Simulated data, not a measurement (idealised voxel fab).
Process module in this document: voxel wiring stack
This is section cut - it's 170 nm across, gridded in 5 nm square cells.
In this document a cross-section is written as a grid of square cells. It is given as a series of bands, listed from the top down, and a band is one or more rows of cells.
Within each band entry, the heights of the top and of the bottom of the band appear first, in that order and in nm; the materials of the band then follow from left to right, each with its corresponding width in nm. The designation "throughout" on a single material indicates that it fills the band from edge to edge; the designation "empty" indicates empty space.
Measure heights from 0. That's the level where, below it, the as-received wafer is all one material. The lowest band is bottomless and extends downward; write it as in "from 0 down".
Width spec "30->40" -> top row of cells at first value, bottom row at second value, equal per-row change in between.
For the purposes of this document, the phrase "changes: none" attached to a step denotes that no cell within the cross-section was modified by that step.
Closed-off voids of 8+ cells (no open route to the top) go in "Sealed-off cavities", written width x height at distance from the left edge, in nm.
The remark found on a step's line after its settings is issued by the simulator itself and pertains to that step.
For masked steps, "overlay nm" on the step line gives how far right of plan the mask actually lay; a minus sign means it lay to the left.

SO HERE'S THE LINEUP OF PROCESS STEPS WE PLANNED
1) RECEIVE [material Si]
2) CONFORMAL_DEP [material SiO2] [thk nm 15]
3) DIRECTIONAL_DEP [material TiN] [thk nm 5]
4) DIRECTIONAL_DEP [material W] [thk nm 15]
5) DIRECTIONAL_DEP [material aC] [thk nm 15]
6) PATTERN [tone cover] [mask id METAL_1] [material resist] [width nm 25] [pitch nm 40] [thk nm 35] [overlay nm 0]
7) DIRECTIONAL_ETCH [etch materials aC] [depth nm 15]
8) STRIP [etch materials resist]
9) DIRECTIONAL_ETCH [etch materials W] [depth nm 15]
10) DIRECTIONAL_ETCH [etch materials TiN] [depth nm 5]
11) STRIP [etch materials aC]
12) CONFORMAL_DEP [material SiN] [thk nm 5]
13) FILL_DEP [material SiO2] [thk nm 5]
14) CMP [height nm 35]
15) CONFORMAL_DEP [material SiCN] [thk nm 5]
16) DIRECTIONAL_DEP [material SiO2] [thk nm 25]
17) DIRECTIONAL_DEP [material aC] [thk nm 15]
18) PATTERN [tone open] [mask id METAL_2] [material resist] [width nm 25] [pitch nm 40] [thk nm 30] [overlay nm 0]
19) DIRECTIONAL_ETCH [etch materials aC] [depth nm 15]
20) STRIP [etch materials resist]
21) DIRECTIONAL_ETCH [etch materials SiO2] [depth nm 15]
22) STRIP [etch materials aC]
23) DIRECTIONAL_DEP [material aC] [thk nm 10]
24) PATTERN [tone open] [mask id METAL_2_HOLES] [material resist] [width nm 15] [pitch nm 80] [thk nm 30] [overlay nm 0]
25) DIRECTIONAL_ETCH [etch materials aC] [depth nm 10]
26) STRIP [etch materials resist]
27) DIRECTIONAL_ETCH [etch materials SiO2] [depth nm 10]
28) DIRECTIONAL_ETCH [etch materials SiCN] [depth nm 5]
29) STRIP [etch materials aC]
30) CONFORMAL_DEP [material TiN] [thk nm 5]
31) FILL_DEP [material Cu] [thk nm 5]
32) CMP [height nm 65]
33) CONFORMAL_DEP [material SiCN] [thk nm 5]
34) DIRECTIONAL_DEP [material lowk] [thk nm 25]
35) MASKED_ETCH [tone open] [mask id METAL_3] [width nm 25] [pitch nm 40] [etch materials lowk] [depth nm 15] [overlay nm 0]
36) MASKED_ETCH [tone open] [mask id METAL_3_HOLES] [width nm 15] [pitch nm 40] [etch materials lowk] [depth nm 10] [overlay nm 0]
37) MASKED_ETCH [tone open] [mask id METAL_3_HOLES] [width nm 15] [pitch nm 40] [etch materials SiCN] [depth nm 5] [overlay nm 0]
38) CONFORMAL_DEP [material TiN] [thk nm 5]
39) FILL_DEP [material Cu] [thk nm 10]
40) CMP [height nm 95]
41) CONFORMAL_DEP [material SiN] [thk nm 5]

WAFER, FIRST OF TWO, RUN AS PLANNED

CROSS-SECTION OF THE INCOMING WAFER, STATE AFTER STEP 1
  from 0 down: Si throughout
  Sealed-off cavities: none

STEP 2 COMPLETE: CROSS-SECTION THROUGH THE WAFER
  from 15 to 0: SiO2 throughout
  Heights below 0 show no change.

STEP 3 COMPLETE: CROSS-SECTION THROUGH THE WAFER
  from 20 to 15: TiN throughout
  Heights below 15 show no change.

STEP 4 COMPLETE: CROSS-SECTION THROUGH THE WAFER
  from 35 to 20: W throughout
  Heights below 20 show no change.

STEP 5 COMPLETE: CROSS-SECTION THROUGH THE WAFER
  from 50 to 35: aC throughout
  Heights below 35 show no change.

STEP 6 COMPLETE: CROSS-SECTION THROUGH THE WAFER
  from 85 to 50: empty 30, then resist 25, then empty 15, then resist 25, then empty 15, then resist 25, then empty 35
  Heights below 50 show no change.

STEP 7 COMPLETE: CROSS-SECTION THROUGH THE WAFER
  from 70 to 50: empty 30, then resist 25, then empty 15, then resist 25, then empty 15, then resist 25, then empty 35
  from 50 to 35: empty 30, then aC 25, then empty 15, then aC 25, then empty 15, then aC 25, then empty 35
  Heights below 35 show no change.

STEP 8 COMPLETE: CROSS-SECTION THROUGH THE WAFER
  from 50 to 35: empty 30, then aC 25, then empty 15, then aC 25, then empty 15, then aC 25, then empty 35
  Heights below 35 show no change.

STEP 9 COMPLETE: CROSS-SECTION THROUGH THE WAFER
  from 50 to 35: empty 30, then aC 25, then empty 15, then aC 25, then empty 15, then aC 25, then empty 35
  from 35 to 20: empty 30, then W 25, then empty 15, then W 25, then empty 15, then W 25, then empty 35
  Heights below 20 show no change.

STEP 10 COMPLETE: CROSS-SECTION THROUGH THE WAFER
  from 50 to 35: empty 30, then aC 25, then empty 15, then aC 25, then empty 15, then aC 25, then empty 35
  from 35 to 20: empty 30, then W 25, then empty 15, then W 25, then empty 15, then W 25, then empty 35
  from 20 to 15: empty 30, then TiN 25, then empty 15, then TiN 25, then empty 15, then TiN 25, then empty 35
  Heights below 15 show no change.

STEP 11 COMPLETE: CROSS-SECTION THROUGH THE WAFER
  from 35 to 20: empty 30, then W 25, then empty 15, then W 25, then empty 15, then W 25, then empty 35
  Heights below 20 show no change.

STEP 12 COMPLETE: CROSS-SECTION THROUGH THE WAFER
  from 40 to 35: empty 25, then SiN 35, then empty 5, then SiN 35, then empty 5, then SiN 35, then empty 30
  from 35 to 20: empty 25, then SiN 5, then W 25, then SiN 5, then empty 5, then SiN 5, then W 25, then SiN 5, then empty 5, then SiN 5, then W 25, then SiN 5, then empty 30
  from 20 to 15: SiN 30, then TiN 25, then SiN 15, then TiN 25, then SiN 15, then TiN 25, then SiN 35
  Heights below 15 show no change.

STEP 13 COMPLETE: CROSS-SECTION THROUGH THE WAFER
  from 45 to 40: SiO2 throughout
  from 40 to 35: SiO2 25, then SiN 35, then SiO2 5, then SiN 35, then SiO2 5, then SiN 35, then SiO2 30
  from 35 to 20: SiO2 25, then SiN 5, then W 25, then SiN 5, then SiO2 5, then SiN 5, then W 25, then SiN 5, then SiO2 5, then SiN 5, then W 25, then SiN 5, then SiO2 30
  Heights below 20 show no change.

STEP 14 COMPLETE: CROSS-SECTION THROUGH THE WAFER
  from 35 to 20: SiO2 25, then SiN 5, then W 25, then SiN 5, then SiO2 5, then SiN 5, then W 25, then SiN 5, then SiO2 5, then SiN 5, then W 25, then SiN 5, then SiO2 30
  Heights below 20 show no change.

STEP 15 COMPLETE: CROSS-SECTION THROUGH THE WAFER
  from 40 to 35: SiCN throughout
  Heights below 35 show no change.

STEP 16 COMPLETE: CROSS-SECTION THROUGH THE WAFER
  from 65 to 40: SiO2 throughout
  Heights below 40 show no change.

STEP 17 COMPLETE: CROSS-SECTION THROUGH THE WAFER
  from 80 to 65: aC throughout
  Heights below 65 show no change.

STEP 18 COMPLETE: CROSS-SECTION THROUGH THE WAFER
  from 110 to 80: resist 30, then empty 25, then resist 15, then empty 25, then resist 15, then empty 25, then resist 35
  Heights below 80 show no change.

STEP 19 COMPLETE: CROSS-SECTION THROUGH THE WAFER
  from 95 to 80: resist 30, then empty 25, then resist 15, then empty 25, then resist 15, then empty 25, then resist 35
  from 80 to 65: aC 30, then empty 25, then aC 15, then empty 25, then aC 15, then empty 25, then aC 35
  Heights below 65 show no change.

STEP 20 COMPLETE: CROSS-SECTION THROUGH THE WAFER
  from 80 to 65: aC 30, then empty 25, then aC 15, then empty 25, then aC 15, then empty 25, then aC 35
  Heights below 65 show no change.

STEP 21 COMPLETE: CROSS-SECTION THROUGH THE WAFER
  from 80 to 65: aC 30, then empty 25, then aC 15, then empty 25, then aC 15, then empty 25, then aC 35
  from 65 to 50: SiO2 30, then empty 25, then SiO2 15, then empty 25, then SiO2 15, then empty 25, then SiO2 35
  Heights below 50 show no change.

STEP 22 COMPLETE: CROSS-SECTION THROUGH THE WAFER
  from 65 to 50: SiO2 30, then empty 25, then SiO2 15, then empty 25, then SiO2 15, then empty 25, then SiO2 35
  Heights below 50 show no change.

STEP 23 COMPLETE: CROSS-SECTION THROUGH THE WAFER
  from 75 to 65: aC 30, then empty 25, then aC 15, then empty 25, then aC 15, then empty 25, then aC 35
  from 65 to 60: SiO2 30, then empty 25, then SiO2 15, then empty 25, then SiO2 15, then empty 25, then SiO2 35
  from 60 to 50: SiO2 30, then aC 25, then SiO2 15, then aC 25, then SiO2 15, then aC 25, then SiO2 35
  Heights below 50 show no change.

STEP 24 COMPLETE: CROSS-SECTION THROUGH THE WAFER
  from 105 to 75: resist 30, then empty 15, then resist 65, then empty 15, then resist 45
  from 75 to 65: aC 30, then empty 15, then resist 10, then aC 15, then resist 25, then aC 15, then empty 15, then resist 10, then aC 35
  from 65 to 60: SiO2 30, then empty 15, then resist 10, then SiO2 15, then resist 25, then SiO2 15, then empty 15, then resist 10, then SiO2 35
  Heights below 60 show no change.

STEP 25 COMPLETE: CROSS-SECTION THROUGH THE WAFER
  from 95 to 75: resist 30, then empty 15, then resist 65, then empty 15, then resist 45
  from 75 to 65: aC 30, then empty 15, then resist 10, then aC 15, then resist 25, then aC 15, then empty 15, then resist 10, then aC 35
  from 65 to 60: SiO2 30, then empty 15, then resist 10, then SiO2 15, then resist 25, then SiO2 15, then empty 15, then resist 10, then SiO2 35
  from 60 to 50: SiO2 30, then empty 15, then aC 10, then SiO2 15, then aC 25, then SiO2 15, then empty 15, then aC 10, then SiO2 35
  Heights below 50 show no change.

STEP 26 COMPLETE: CROSS-SECTION THROUGH THE WAFER
  from 75 to 65: aC 30, then empty 25, then aC 15, then empty 25, then aC 15, then empty 25, then aC 35
  from 65 to 60: SiO2 30, then empty 25, then SiO2 15, then empty 25, then SiO2 15, then empty 25, then SiO2 35
  Heights below 60 show no change.

STEP 27 COMPLETE: CROSS-SECTION THROUGH THE WAFER
  from 75 to 65: aC 30, then empty 25, then aC 15, then empty 25, then aC 15, then empty 25, then aC 35
  from 65 to 60: SiO2 30, then empty 25, then SiO2 15, then empty 25, then SiO2 15, then empty 25, then SiO2 35
  from 60 to 50: SiO2 30, then empty 15, then aC 10, then SiO2 15, then aC 25, then SiO2 15, then empty 15, then aC 10, then SiO2 35
  from 50 to 40: SiO2 30, then empty 15, then SiO2 65, then empty 15, then SiO2 45
  Heights below 40 show no change.

STEP 28 COMPLETE: CROSS-SECTION THROUGH THE WAFER
  from 75 to 65: aC 30, then empty 25, then aC 15, then empty 25, then aC 15, then empty 25, then aC 35
  from 65 to 60: SiO2 30, then empty 25, then SiO2 15, then empty 25, then SiO2 15, then empty 25, then SiO2 35
  from 60 to 50: SiO2 30, then empty 15, then aC 10, then SiO2 15, then aC 25, then SiO2 15, then empty 15, then aC 10, then SiO2 35
  from 50 to 40: SiO2 30, then empty 15, then SiO2 65, then empty 15, then SiO2 45
  from 40 to 35: SiCN 30, then empty 15, then SiCN 65, then empty 15, then SiCN 45
  Heights below 35 show no change.

STEP 29 COMPLETE: CROSS-SECTION THROUGH THE WAFER
  from 65 to 50: SiO2 30, then empty 25, then SiO2 15, then empty 25, then SiO2 15, then empty 25, then SiO2 35
  Heights below 50 show no change.

STEP 30 COMPLETE: CROSS-SECTION THROUGH THE WAFER
  from 70 to 65: TiN 35, then empty 15, then TiN 25, then empty 15, then TiN 25, then empty 15, then TiN 40
  from 65 to 55: SiO2 30, then TiN 5, then empty 15, then TiN 5, then SiO2 15, then TiN 5, then empty 15, then TiN 5, then SiO2 15, then TiN 5, then empty 15, then TiN 5, then SiO2 35
  from 55 to 50: SiO2 30, then TiN 5, then empty 5, then TiN 15, then SiO2 15, then TiN 25, then SiO2 15, then TiN 5, then empty 5, then TiN 15, then SiO2 35
  from 50 to 40: SiO2 30, then TiN 5, then empty 5, then TiN 5, then SiO2 65, then TiN 5, then empty 5, then TiN 5, then SiO2 45
  from 40 to 35: SiCN 30, then TiN 15, then SiCN 65, then TiN 15, then SiCN 45
  Heights below 35 show no change.

STEP 31 COMPLETE: CROSS-SECTION THROUGH THE WAFER
  from 75 to 70: Cu throughout
  from 70 to 65: TiN 35, then Cu 15, then TiN 25, then Cu 15, then TiN 25, then Cu 15, then TiN 40
  from 65 to 55: SiO2 30, then TiN 5, then Cu 15, then TiN 5, then SiO2 15, then TiN 5, then Cu 15, then TiN 5, then SiO2 15, then TiN 5, then Cu 15, then TiN 5, then SiO2 35
  from 55 to 50: SiO2 30, then TiN 5, then Cu 5, then TiN 15, then SiO2 15, then TiN 25, then SiO2 15, then TiN 5, then Cu 5, then TiN 15, then SiO2 35
  from 50 to 40: SiO2 30, then TiN 5, then Cu 5, then TiN 5, then SiO2 65, then TiN 5, then Cu 5, then TiN 5, then SiO2 45
  Heights below 40 show no change.

STEP 32 COMPLETE: CROSS-SECTION THROUGH THE WAFER
  from 65 to 55: SiO2 30, then TiN 5, then Cu 15, then TiN 5, then SiO2 15, then TiN 5, then Cu 15, then TiN 5, then SiO2 15, then TiN 5, then Cu 15, then TiN 5, then SiO2 35
  Heights below 55 show no change.

STEP 33 COMPLETE: CROSS-SECTION THROUGH THE WAFER
  from 70 to 65: SiCN throughout
  Heights below 65 show no change.

STEP 34 COMPLETE: CROSS-SECTION THROUGH THE WAFER
  from 95 to 70: lowk throughout
  Heights below 70 show no change.

STEP 35 COMPLETE: CROSS-SECTION THROUGH THE WAFER
  from 95 to 80: lowk 30, then empty 25, then lowk 15, then empty 25, then lowk 15, then empty 25, then lowk 35
  Heights below 80 show no change.

STEP 36 COMPLETE: CROSS-SECTION THROUGH THE WAFER
  from 95 to 80: lowk 30, then empty 25, then lowk 15, then empty 25, then lowk 15, then empty 25, then lowk 35
  from 80 to 70: lowk 30, then empty 15, then lowk 25, then empty 15, then lowk 25, then empty 15, then lowk 45
  Heights below 70 show no change.

STEP 37 COMPLETE: CROSS-SECTION THROUGH THE WAFER
  from 95 to 80: lowk 30, then empty 25, then lowk 15, then empty 25, then lowk 15, then empty 25, then lowk 35
  from 80 to 70: lowk 30, then empty 15, then lowk 25, then empty 15, then lowk 25, then empty 15, then lowk 45
  from 70 to 65: SiCN 30, then empty 15, then SiCN 25, then empty 15, then SiCN 25, then empty 15, then SiCN 45
  Heights below 65 show no change.

STEP 38 COMPLETE: CROSS-SECTION THROUGH THE WAFER
  from 100 to 95: TiN 35, then empty 15, then TiN 25, then empty 15, then TiN 25, then empty 15, then TiN 40
  from 95 to 85: lowk 30, then TiN 5, then empty 15, then TiN 5, then lowk 15, then TiN 5, then empty 15, then TiN 5, then lowk 15, then TiN 5, then empty 15, then TiN 5, then lowk 35
  from 85 to 80: lowk 30, then TiN 5, then empty 5, then TiN 15, then lowk 15, then TiN 5, then empty 5, then TiN 15, then lowk 15, then TiN 5, then empty 5, then TiN 15, then lowk 35
  from 80 to 70: lowk 30, then TiN 5, then empty 5, then TiN 5, then lowk 25, then TiN 5, then empty 5, then TiN 5, then lowk 25, then TiN 5, then empty 5, then TiN 5, then lowk 45
  from 70 to 65: SiCN 30, then TiN 15, then SiCN 25, then TiN 15, then SiCN 25, then TiN 15, then SiCN 45
  Heights below 65 show no change.

STEP 39 COMPLETE: CROSS-SECTION THROUGH THE WAFER
  from 110 to 100: Cu throughout
  from 100 to 95: TiN 35, then Cu 15, then TiN 25, then Cu 15, then TiN 25, then Cu 15, then TiN 40
  from 95 to 85: lowk 30, then TiN 5, then Cu 15, then TiN 5, then lowk 15, then TiN 5, then Cu 15, then TiN 5, then lowk 15, then TiN 5, then Cu 15, then TiN 5, then lowk 35
  from 85 to 80: lowk 30, then TiN 5, then Cu 5, then TiN 15, then lowk 15, then TiN 5, then Cu 5, then TiN 15, then lowk 15, then TiN 5, then Cu 5, then TiN 15, then lowk 35
  from 80 to 70: lowk 30, then TiN 5, then Cu 5, then TiN 5, then lowk 25, then TiN 5, then Cu 5, then TiN 5, then lowk 25, then TiN 5, then Cu 5, then TiN 5, then lowk 45
  Heights below 70 show no change.

STEP 40 COMPLETE: CROSS-SECTION THROUGH THE WAFER
  from 95 to 85: lowk 30, then TiN 5, then Cu 15, then TiN 5, then lowk 15, then TiN 5, then Cu 15, then TiN 5, then lowk 15, then TiN 5, then Cu 15, then TiN 5, then lowk 35
  Heights below 85 show no change.

STEP 41 COMPLETE: CROSS-SECTION THROUGH THE WAFER
  from 100 to 95: SiN throughout
  Heights below 95 show no change.

THE SECOND WAFER: COMMON ORIGIN AND PLAN, ONE MISTAKE IN EXECUTION, IDENTICAL TO THE FIRST THROUGH STEP 40

WHAT THE SECOND WAFER LOOKS LIKE IN CROSS-SECTION WHEN STEP 41 SHOULD HAVE WRAPPED UP
  from 110 to 95: SiN throughout
  Heights below 95 show no change.
The plan and the run diverged here: planned and actual differ for step 41; actual: CONFORMAL_DEP [material SiN] [thk nm 15]
End of process, cell counts, second wafer against first, materials with more or fewer: SiN: 68 more
